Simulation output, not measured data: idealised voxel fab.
Presented below is a process module, voxel ribs on slabs.
In the cross-section labelled cut, the width is 165 nm and each square cell is 5 nm.
Throughout this document, each cross-section is represented as a grid of square cells and is presented as a sequence of bands enumerated from the top downward, where a band comprises one or more rows of cells. Heads up on the band format: heights come first, top then bottom, in nm. After that it's the materials left to right, each with its width in nm. A single material flagged "edge to edge" fills the whole band edge to edge, and "blank" means there's empty space there. A quick word on heights: they are counted from 0, and under that level the wafer as it came to us is one material throughout. The lowest band is different from the rest in having no bottom; it simply continues downward, written as in "z 0 and below". A width such as "30..40" changes by the same amount from each row of cells to the next, from the band's top row to its bottom row. Where the words "no modification" appear for a step, the cross-section shows no cell changed by that step; every cell remained as before. Each empty space that has no open way to the top and spans at least 8 cells appears under "Enclosed internal voids" as width x height at distance, the distance counted from the left edge, all in nm. If you see something after the settings on a step's line, that's the simulator's own remark about that step. overlay nm: mask right of planned place by this much (step with mask). Neg. = left. What follows is a series of pairs. Each pair shows a cross-section before one process step and the cross-section after it, and the after view is drawn only down to the lowest band that changed. Beneath each pair is the step that lies between the two, with its settings. Pairs may come from different runs of this module on the same starting wafer, so a pair continues from the one above it only where its entry headed "Pre-step section" says so.
[Pre-step section]
> z 0 and below = Si edge to edge
> Enclosed internal voids: none
[Structure After Step]
> z 30 to 0 = SiO2 edge to edge
> Under the height 0 nothing was changed.
> Enclosed internal voids: none
the step between: DIRECTIONAL_DEP, material SiO2, thk nm 30
Pre-step section: same picture as after in the pair right above, so we don't repeat it.
[Structure After Step]
> z 55 to 30 = SiN edge to edge
> Under the height 30 nothing was changed.
> Enclosed internal voids: none
the step between: DIRECTIONAL_DEP, material SiN, thk nm 25
Pre-step section: same picture as after in the pair right above, so we don't repeat it.
[Structure After Step]
> z 55 to 40 = 70 of blank  25 of SiN  70 of blank
> Under the height 40 nothing was changed.
> Enclosed internal voids: none
the step between: MASKED_ETCH, tone cover, mask id RIB, width nm 25, etch materials SiN, depth nm 15, overlay nm 0
Pre-step section: same picture as after in the pair right above, so we don't repeat it.
[Structure After Step]
> z 70 to 55 = 70 of blank  25 of aC  70 of blank
> z 55 to 40 = 70 of aC  25 of SiN  70 of aC
> Under the height 40 nothing was changed.
> Enclosed internal voids: none
the step between: DIRECTIONAL_DEP, material aC, thk nm 15
Pre-step section: same picture as after in the pair right above, so we don't repeat it.
[Structure After Step]
> z 100 to 70 = 55 of blank  55 of resist  55 of blank
> z 70 to 55 = 55 of blank  15 of resist  25 of aC  15 of resist  55 of blank
> Under the height 55 nothing was changed.
> Enclosed internal voids: none
the step between: PATTERN, tone cover, mask id SLAB, material resist, width nm 55, thk nm 30, overlay nm 0
Pre-step section: same picture as after in the pair right above, so we don't repeat it.
[Structure After Step]
> z 85 to 70 = 55 of blank  55 of resist  55 of blank
> z 70 to 55 = 55 of blank  15 of resist  25 of aC  15 of resist  55 of blank
> z 55 to 40 = 55 of blank  15 of aC  25 of SiN  15 of aC  55 of blank
> Under the height 40 nothing was changed.
> Enclosed internal voids: none
the step between: DIRECTIONAL_ETCH, etch materials aC, depth nm 15
Pre-step section: same picture as after in the pair right above, so we don't repeat it.
[Structure After Step]
> z 70 to 55 = 70 of blank  25 of aC  70 of blank
> Under the height 55 nothing was changed.
> Enclosed internal voids: none
the step between: STRIP, etch materials resist
Pre-step section: same picture as after in the pair right above, so we don't repeat it.
[Structure After Step]
> z 70 to 55 = 70 of blank  25 of aC  70 of blank
> z 55 to 40 = 55 of blank  15 of aC  25 of SiN  15 of aC  55 of blank
> z 40 to 30 = 55 of blank  55 of SiN  55 of blank
> Under the height 30 nothing was changed.
> Enclosed internal voids: none
the step between: DIRECTIONAL_ETCH, etch materials SiN, depth nm 10
Pre-step section: same picture as after in the pair right above, so we don't repeat it.
[Structure After Step]
> z 55 to 40 = 70 of blank  25 of SiN  70 of blank
> Under the height 40 nothing was changed.
> Enclosed internal voids: none
the step between: STRIP, etch materials aC
Pre-step section: same picture as after in the pair right above, so we don't repeat it.
[Structure After Step]
> z 70 to 55 = SiO2 edge to edge
> z 55 to 40 = 70 of SiO2  25 of SiN  70 of SiO2
> z 40 to 30 = 55 of SiO2  55 of SiN  55 of SiO2
> Under the height 30 nothing was changed.
> Enclosed internal voids: none
the step between: FILL_DEP, material SiO2, thk nm 15
Pre-step section: same picture as after in the pair right above, so we don't repeat it.
[Structure After Step]
> z 65 to 55 = SiO2 edge to edge
> Under the height 55 nothing was changed.
> Enclosed internal voids: none
the step between: CMP, height nm 65
Pre-step section: same picture as after in the pair right above, so we don't repeat it.
[Structure After Step]
> z 70 to 65 = W edge to edge
> Under the height 65 nothing was changed.
> Enclosed internal voids: none
the step between: DIRECTIONAL_DEP, material W, thk nm 5
Pre-step section: same picture as after in the pair right above, so we don't repeat it.
[Structure After Step]
> z 90 to 70 = 65 of blank  35 of resist  65 of blank
> Under the height 70 nothing was changed.
> Enclosed internal voids: none
the step between: PATTERN, tone cover, mask id HEATER, material resist, width nm 35, thk nm 20, overlay nm 0
Pre-step section: same picture as after in the pair right above, so we don't repeat it.
[Structure After Step]
> z 90 to 70 = 65 of blank  35 of resist  65 of blank
> z 70 to 65 = 65 of blank  35 of W  65 of blank
> Under the height 65 nothing was changed.
> Enclosed internal voids: none
the step between: DIRECTIONAL_ETCH, etch materials W, depth nm 5
Pre-step section: same picture as after in the pair right above, so we don't repeat it.
[Structure After Step]
> z 70 to 65 = 65 of blank  35 of W  65 of blank
> Under the height 65 nothing was changed.
> Enclosed internal voids: none
the step between: STRIP, etch materials resist
Pre-step section: same picture as after in the pair right above, so we don't repeat it.
[Structure After Step]
> z 75 to 70 = 60 of blank  45 of SiO2  60 of blank
> z 70 to 65 = 65 of SiO2  35 of W  65 of SiO2
> Under the height 65 nothing was changed.
> Enclosed internal voids: none
the step between: CONFORMAL_DEP, material SiO2, thk nm 5
[Pre-step section]
> z 55 to 30 = SiN edge to edge
> z 30 to 0 = SiO2 edge to edge
> z 0 and below = Si edge to edge
> Enclosed internal voids: none
[Structure After Step]
> z 80 to 30 = SiN edge to edge
> Under the height 30 nothing was changed.
> Enclosed internal voids: none
the step between: DIRECTIONAL_DEP, material SiN, thk nm 25
Pre-step section: same picture as after in the pair right above, so we don't repeat it.
[Structure After Step]
> z 80 to 65 = 70 of blank  25 of SiN  70 of blank
> Under the height 65 nothing was changed.
> Enclosed internal voids: none
the step between: MASKED_ETCH, tone cover, mask id RIB, width nm 25, etch materials SiN, depth nm 15, overlay nm 0
Pre-step section: same picture as after in the pair right above, so we don't repeat it.
[Structure After Step]
> z 95 to 80 = 70 of blank  25 of aC  70 of blank
> z 80 to 65 = 70 of aC  25 of SiN  70 of aC
> Under the height 65 nothing was changed.
> Enclosed internal voids: none
the step between: DIRECTIONAL_DEP, material aC, thk nm 15
Pre-step section: same picture as after in the pair right above, so we don't repeat it.
[Structure After Step]
> z 125 to 95 = 55 of blank  55 of resist  55 of blank
> z 95 to 80 = 55 of blank  15 of resist  25 of aC  15 of resist  55 of blank
> Under the height 80 nothing was changed.
> Enclosed internal voids: none
the step between: PATTERN, tone cover, mask id SLAB, material resist, width nm 55, thk nm 30, overlay nm 0
Pre-step section: same picture as after in the pair right above, so we don't repeat it.
[Structure After Step]
> z 110 to 95 = 55 of blank  55 of resist  55 of blank
> z 95 to 80 = 55 of blank  15 of resist  25 of aC  15 of resist  55 of blank
> z 80 to 65 = 55 of blank  15 of aC  25 of SiN  15 of aC  55 of blank
> Under the height 65 nothing was changed.
> Enclosed internal voids: none
the step between: DIRECTIONAL_ETCH, etch materials aC, depth nm 15
Pre-step section: same picture as after in the pair right above, so we don't repeat it.
[Structure After Step]
> z 95 to 80 = 70 of blank  25 of aC  70 of blank
> Under the height 80 nothing was changed.
> Enclosed internal voids: none
the step between: STRIP, etch materials resist
Pre-step section: same picture as after in the pair right above, so we don't repeat it.
[Structure After Step]
> z 95 to 80 = 70 of blank  25 of aC  70 of blank
> z 80 to 65 = 55 of blank  15 of aC  25 of SiN  15 of aC  55 of blank
> z 65 to 55 = 55 of blank  55 of SiN  55 of blank
> Under the height 55 nothing was changed.
> Enclosed internal voids: none
the step between: DIRECTIONAL_ETCH, etch materials SiN, depth nm 10
Pre-step section: same picture as after in the pair right above, so we don't repeat it.
[Structure After Step]
> z 80 to 65 = 70 of blank  25 of SiN  70 of blank
> Under the height 65 nothing was changed.
> Enclosed internal voids: none
the step between: STRIP, etch materials aC
Pre-step section: same picture as after in the pair right above, so we don't repeat it.
[Structure After Step]
> z 95 to 80 = SiO2 edge to edge
> z 80 to 65 = 70 of SiO2  25 of SiN  70 of SiO2
> z 65 to 55 = 55 of SiO2  55 of SiN  55 of SiO2
> Under the height 55 nothing was changed.
> Enclosed internal voids: none
the step between: FILL_DEP, material SiO2, thk nm 15
Pre-step section: same picture as after in the pair right above, so we don't repeat it.
[Structure After Step]
> z 65 to 55 = 55 of SiO2  55 of SiN  55 of SiO2
> Under the height 55 nothing was changed.
> Enclosed internal voids: none
the step between: CMP, height nm 65
Pre-step section: same picture as after in the pair right above, so we don't repeat it.
[Structure After Step]
> z 70 to 65 = W edge to edge
> Under the height 65 nothing was changed.
> Enclosed internal voids: none
the step between: DIRECTIONAL_DEP, material W, thk nm 5
Pre-step section: same picture as after in the pair right above, so we don't repeat it.
[Structure After Step]
> z 90 to 70 = 65 of blank  35 of resist  65 of blank
> Under the height 70 nothing was changed.
> Enclosed internal voids: none
the step between: PATTERN, tone cover, mask id HEATER, material resist, width nm 35, thk nm 20, overlay nm 0
Pre-step section: same picture as after in the pair right above, so we don't repeat it.
[Structure After Step]
> z 90 to 70 = 65 of blank  35 of resist  65 of blank
> z 70 to 65 = 65 of blank  35 of W  65 of blank
> Under the height 65 nothing was changed.
> Enclosed internal voids: none
the step between: DIRECTIONAL_ETCH, etch materials W, depth nm 5
Pre-step section: same picture as after in the pair right above, so we don't repeat it.
[Structure After Step]
> z 70 to 65 = 65 of blank  35 of W  65 of blank
> Under the height 65 nothing was changed.
> Enclosed internal voids: none
the step between: STRIP, etch materials resist
Pre-step section: same picture as after in the pair right above, so we don't repeat it.
[Structure After Step]
> z 75 to 70 = 60 of blank  45 of SiO2  60 of blank
> z 70 to 65 = 65 of SiO2  35 of W  65 of SiO2
> Under the height 65 nothing was changed.
> Enclosed internal voids: none
the step between: CONFORMAL_DEP, material SiO2, thk nm 5
[Pre-step section]
> z 0 and below = Si edge to edge
> Enclosed internal voids: none
[Structure After Step]
> z 25 to 0 = SiN edge to edge
> Under the height 0 nothing was changed.
> Enclosed internal voids: none
the step between: DIRECTIONAL_DEP, material SiN, thk nm 25
Pre-step section: same picture as after in the pair right above, so we don't repeat it.
[Structure After Step]
> z 55 to 25 = SiO2 edge to edge
> Under the height 25 nothing was changed.
> Enclosed internal voids: none
the step between: DIRECTIONAL_DEP, material SiO2, thk nm 30
Pre-step section: same picture as after in the pair right above, so we don't repeat it.
[Structure After Step]
> z 70 to 55 = aC edge to edge
> Under the height 55 nothing was changed.
> Enclosed internal voids: none
the step between: DIRECTIONAL_DEP, material aC, thk nm 15
Pre-step section: same picture as after in the pair right above, so we don't repeat it.
[Structure After Step]
> z 100 to 70 = 55 of blank  55 of resist  55 of blank
> Under the height 70 nothing was changed.
> Enclosed internal voids: none
the step between: PATTERN, tone cover, mask id SLAB, material resist, width nm 55, thk nm 30, overlay nm 0
Pre-step section: same picture as after in the pair right above, so we don't repeat it.
[Structure After Step]
> z 85 to 70 = 55 of blank  55 of resist  55 of blank
> z 70 to 55 = 55 of blank  55 of aC  55 of blank
> Under the height 55 nothing was changed.
> Enclosed internal voids: none
the step between: DIRECTIONAL_ETCH, etch materials aC, depth nm 15
Pre-step section: same picture as after in the pair right above, so we don't repeat it.
[Structure After Step]
> z 70 to 55 = 55 of blank  55 of aC  55 of blank
> Under the height 55 nothing was changed.
> Enclosed internal voids: none
the step between: STRIP, etch materials resist
Pre-step section: same picture as after in the pair right above, so we don't repeat it.
[Structure After Step]
> z 55 to 25 = SiO2 edge to edge
> Under the height 25 nothing was changed.
> Enclosed internal voids: none
the step between: STRIP, etch materials aC
Pre-step section: same picture as after in the pair right above, so we don't repeat it.
[Structure After Step]
> z 70 to 25 = SiO2 edge to edge
> Under the height 25 nothing was changed.
> Enclosed internal voids: none
the step between: FILL_DEP, material SiO2, thk nm 15
Pre-step section: same picture as after in the pair right above, so we don't repeat it.
[Structure After Step]
> z 65 to 25 = SiO2 edge to edge
> Under the height 25 nothing was changed.
> Enclosed internal voids: none
the step between: CMP, height nm 65
Pre-step section: same picture as after in the pair right above, so we don't repeat it.
[Structure After Step]
> z 70 to 65 = W edge to edge
> Under the height 65 nothing was changed.
> Enclosed internal voids: none
the step between: DIRECTIONAL_DEP, material W, thk nm 5
Pre-step section: same picture as after in the pair right above, so we don't repeat it.
[Structure After Step]
> z 90 to 70 = 65 of blank  35 of resist  65 of blank
> Under the height 70 nothing was changed.
> Enclosed internal voids: none
the step between: PATTERN, tone cover, mask id HEATER, material resist, width nm 35, thk nm 20, overlay nm 0
Pre-step section: same picture as after in the pair right above, so we don't repeat it.
[Structure After Step]
> z 90 to 70 = 65 of blank  35 of resist  65 of blank
> z 70 to 65 = 65 of blank  35 of W  65 of blank
> Under the height 65 nothing was changed.
> Enclosed internal voids: none
the step between: DIRECTIONAL_ETCH, etch materials W, depth nm 5
Pre-step section: same picture as after in the pair right above, so we don't repeat it.
[Structure After Step]
> z 70 to 65 = 65 of blank  35 of W  65 of blank
> Under the height 65 nothing was changed.
> Enclosed internal voids: none
the step between: STRIP, etch materials resist
Pre-step section: same picture as after in the pair right above, so we don't repeat it.
[Structure After Step]
> z 75 to 70 = 60 of blank  45 of SiO2  60 of blank
> z 70 to 65 = 65 of SiO2  35 of W  65 of SiO2
> Under the height 65 nothing was changed.
> Enclosed internal voids: none
the step between: CONFORMAL_DEP, material SiO2, thk nm 5
[Pre-step section]
> z 70 to 55 = SiO2 edge to edge
> z 55 to 40 = 70 of SiO2  25 of SiN  70 of SiO2
> z 40 to 30 = 55 of SiO2  55 of SiN  55 of SiO2
> z 30 to 0 = SiO2 edge to edge
> z 0 and below = Si edge to edge
> Enclosed internal voids: none
[Structure After Step]
> z 55 to 40 = 70 of SiO2  25 of SiN  70 of SiO2
> Under the height 40 nothing was changed.
> Enclosed internal voids: none
the step between: CMP, height nm 55
Pre-step section: same picture as after in the pair right above, so we don't repeat it.
[Structure After Step]
> z 60 to 55 = W edge to edge
> Under the height 55 nothing was changed.
> Enclosed internal voids: none
the step between: DIRECTIONAL_DEP, material W, thk nm 5
Pre-step section: same picture as after in the pair right above, so we don't repeat it.
[Structure After Step]
> z 80 to 60 = 65 of blank  35 of resist  65 of blank
> Under the height 60 nothing was changed.
> Enclosed internal voids: none
the step between: PATTERN, tone cover, mask id HEATER, material resist, width nm 35, thk nm 20, overlay nm 0
Pre-step section: same picture as after in the pair right above, so we don't repeat it.
[Structure After Step]
> z 80 to 60 = 65 of blank  35 of resist  65 of blank
> z 60 to 55 = 65 of blank  35 of W  65 of blank
> Under the height 55 nothing was changed.
> Enclosed internal voids: none
the step between: DIRECTIONAL_ETCH, etch materials W, depth nm 5
Pre-step section: same picture as after in the pair right above, so we don't repeat it.
[Structure After Step]
> z 60 to 55 = 65 of blank  35 of W  65 of blank
> Under the height 55 nothing was changed.
> Enclosed internal voids: none
the step between: STRIP, etch materials resist
Pre-step section: same picture as after in the pair right above, so we don't repeat it.
[Structure After Step]
> z 65 to 60 = 60 of blank  45 of SiO2  60 of blank
> z 60 to 55 = 65 of SiO2  35 of W  65 of SiO2
> Under the height 55 nothing was changed.
> Enclosed internal voids: none
the step between: CONFORMAL_DEP, material SiO2, thk nm 5
[Pre-step section]
> z 70 to 65 = W edge to edge
> z 65 to 55 = SiO2 edge to edge
> z 55 to 40 = 70 of SiO2  25 of SiN  70 of SiO2
> z 40 to 30 = 55 of SiO2  55 of SiN  55 of SiO2
> z 30 to 0 = SiO2 edge to edge
> z 0 and below = Si edge to edge
> Enclosed internal voids: none
[Structure After Step]
> z 90 to 70 = 65 of blank  40 of resist  60 of blank
> Under the height 70 nothing was changed.
> Enclosed internal voids: none
the step between: PATTERN, tone cover, mask id HEATER, material resist, width nm 40, thk nm 20, overlay nm 0
Pre-step section: same picture as after in the pair right above, so we don't repeat it.
[Structure After Step]
> z 90 to 70 = 65 of blank  40 of resist  60 of blank
> z 70 to 65 = 65 of blank  40 of W  60 of blank
> Under the height 65 nothing was changed.
> Enclosed internal voids: none
the step between: DIRECTIONAL_ETCH, etch materials W, depth nm 5
Pre-step section: same picture as after in the pair right above, so we don't repeat it.
[Structure After Step]
> z 70 to 65 = 65 of blank  40 of W  60 of blank
> Under the height 65 nothing was changed.
> Enclosed internal voids: none
the step between: STRIP, etch materials resist
Pre-step section: same picture as after in the pair right above, so we don't repeat it.
[Structure After Step]
> z 75 to 70 = 60 of blank  50 of SiO2  55 of blank
> z 70 to 65 = 65 of SiO2  40 of W  60 of SiO2
> Under the height 65 nothing was changed.
> Enclosed internal voids: none
the step between: CONFORMAL_DEP, material SiO2, thk nm 5
[Pre-step section]
> z 55 to 30 = SiN edge to edge
> z 30 to 0 = SiO2 edge to edge
> z 0 and below = Si edge to edge
> Enclosed internal voids: none
[Structure After Step]
> z 55 to 40 = 60 of blank  25 of SiN  80 of blank
> Under the height 40 nothing was changed.
> Enclosed internal voids: none
the step between: MASKED_ETCH, tone cover, mask id RIB, width nm 25, etch materials SiN, depth nm 15, overlay nm -10
Pre-step section: same picture as after in the pair right above, so we don't repeat it.
[Structure After Step]
> z 70 to 55 = 60 of blank  25 of aC  80 of blank
> z 55 to 40 = 60 of aC  25 of SiN  80 of aC
> Under the height 40 nothing was changed.
> Enclosed internal voids: none
the step between: DIRECTIONAL_DEP, material aC, thk nm 15
Pre-step section: same picture as after in the pair right above, so we don't repeat it.
[Structure After Step]
> z 100 to 70 = 55 of blank  55 of resist  55 of blank
> z 70 to 55 = 55 of blank  5 of resist  25 of aC  25 of resist  55 of blank
> Under the height 55 nothing was changed.
> Enclosed internal voids: none
the step between: PATTERN, tone cover, mask id SLAB, material resist, width nm 55, thk nm 30, overlay nm 0
Pre-step section: same picture as after in the pair right above, so we don't repeat it.
[Structure After Step]
> z 85 to 70 = 55 of blank  55 of resist  55 of blank
> z 70 to 55 = 55 of blank  5 of resist  25 of aC  25 of resist  55 of blank
> z 55 to 40 = 55 of blank  5 of aC  25 of SiN  25 of aC  55 of blank
> Under the height 40 nothing was changed.
> Enclosed internal voids: none
the step between: DIRECTIONAL_ETCH, etch materials aC, depth nm 15
Pre-step section: same picture as after in the pair right above, so we don't repeat it.
[Structure After Step]
> z 70 to 55 = 60 of blank  25 of aC  80 of blank
> Under the height 55 nothing was changed.
> Enclosed internal voids: none
the step between: STRIP, etch materials resist
Pre-step section: same picture as after in the pair right above, so we don't repeat it.
[Structure After Step]
> z 70 to 55 = 60 of blank  25 of aC  80 of blank
> z 55 to 40 = 55 of blank  5 of aC  25 of SiN  25 of aC  55 of blank
> z 40 to 30 = 55 of blank  55 of SiN  55 of blank
> Under the height 30 nothing was changed.
> Enclosed internal voids: none
the step between: DIRECTIONAL_ETCH, etch materials SiN, depth nm 10
Pre-step section: same picture as after in the pair right above, so we don't repeat it.
[Structure After Step]
> z 55 to 40 = 60 of blank  25 of SiN  80 of blank
> Under the height 40 nothing was changed.
> Enclosed internal voids: none
the step between: STRIP, etch materials aC
Pre-step section: same picture as after in the pair right above, so we don't repeat it.
[Structure After Step]
> z 70 to 55 = SiO2 edge to edge
> z 55 to 40 = 60 of SiO2  25 of SiN  80 of SiO2
> z 40 to 30 = 55 of SiO2  55 of SiN  55 of SiO2
> Under the height 30 nothing was changed.
> Enclosed internal voids: none
the step between: FILL_DEP, material SiO2, thk nm 15
Pre-step section: same picture as after in the pair right above, so we don't repeat it.
[Structure After Step]
> z 65 to 55 = SiO2 edge to edge
> Under the height 55 nothing was changed.
> Enclosed internal voids: none
the step between: CMP, height nm 65
Pre-step section: same picture as after in the pair right above, so we don't repeat it.
[Structure After Step]
> z 70 to 65 = W edge to edge
> Under the height 65 nothing was changed.
> Enclosed internal voids: none
the step between: DIRECTIONAL_DEP, material W, thk nm 5
Pre-step section: same picture as after in the pair right above, so we don't repeat it.
[Structure After Step]
> z 90 to 70 = 65 of blank  35 of resist  65 of blank
> Under the height 70 nothing was changed.
> Enclosed internal voids: none
the step between: PATTERN, tone cover, mask id HEATER, material resist, width nm 35, thk nm 20, overlay nm 0
Pre-step section: same picture as after in the pair right above, so we don't repeat it.
[Structure After Step]
> z 90 to 70 = 65 of blank  35 of resist  65 of blank
> z 70 to 65 = 65 of blank  35 of W  65 of blank
> Under the height 65 nothing was changed.
> Enclosed internal voids: none
the step between: DIRECTIONAL_ETCH, etch materials W, depth nm 5
Pre-step section: same picture as after in the pair right above, so we don't repeat it.
[Structure After Step]
> z 70 to 65 = 65 of blank  35 of W  65 of blank
> Under the height 65 nothing was changed.
> Enclosed internal voids: none
the step between: STRIP, etch materials resist
Pre-step section: same picture as after in the pair right above, so we don't repeat it.
[Structure After Step]
> z 75 to 70 = 60 of blank  45 of SiO2  60 of blank
> z 70 to 65 = 65 of SiO2  35 of W  65 of SiO2
> Under the height 65 nothing was changed.
> Enclosed internal voids: none
the step between: CONFORMAL_DEP, material SiO2, thk nm 5
[Pre-step section]
> z 70 to 65 = 65 of blank  35 of W  65 of blank
> z 65 to 55 = SiO2 edge to edge
> z 55 to 40 = 70 of SiO2  25 of SiN  70 of SiO2
> z 40 to 30 = 55 of SiO2  55 of SiN  55 of SiO2
> z 30 to 0 = SiO2 edge to edge
> z 0 and below = Si edge to edge
> Enclosed internal voids: none
[Structure After Step]
> z 75 to 70 = 60 of blank  45 of SiN  60 of blank
> z 70 to 65 = 65 of SiN  35 of W  65 of SiN
> Under the height 65 nothing was changed.
> Enclosed internal voids: none
the step between: CONFORMAL_DEP, material SiN, thk nm 5
[Pre-step section]
> z 70 to 65 = W edge to edge
> z 65 to 55 = SiO2 edge to edge
> z 55 to 40 = 70 of SiO2  25 of SiN  70 of SiO2
> z 40 to 30 = 55 of SiO2  55 of SiN  55 of SiO2
> z 30 to 0 = SiO2 edge to edge
> z 0 and below = Si edge to edge
> Enclosed internal voids: none
[Structure After Step]
> z 90 to 70 = 65 of resist  35 of blank  65 of resist
> Under the height 70 nothing was changed.
> Enclosed internal voids: none
the step between: PATTERN, tone open, mask id HEATER, material resist, width nm 35, thk nm 20, overlay nm 0
Pre-step section: same picture as after in the pair right above, so we don't repeat it.
[Structure After Step]
> z 90 to 70 = 65 of resist  35 of blank  65 of resist
> z 70 to 65 = 65 of W  35 of blank  65 of W
> Under the height 65 nothing was changed.
> Enclosed internal voids: none
the step between: DIRECTIONAL_ETCH, etch materials W, depth nm 5
Pre-step section: same picture as after in the pair right above, so we don't repeat it.
[Structure After Step]
> z 70 to 65 = 65 of W  35 of blank  65 of W
> Under the height 65 nothing was changed.
> Enclosed internal voids: none
the step between: STRIP, etch materials resist
Pre-step section: same picture as after in the pair right above, so we don't repeat it.
[Structure After Step]
> z 75 to 70 = 70 of SiO2  25 of blank  70 of SiO2
> z 70 to 65 = 65 of W  35 of SiO2  65 of W
> Under the height 65 nothing was changed.
> Enclosed internal voids: none
the step between: CONFORMAL_DEP, material SiO2, thk nm 5
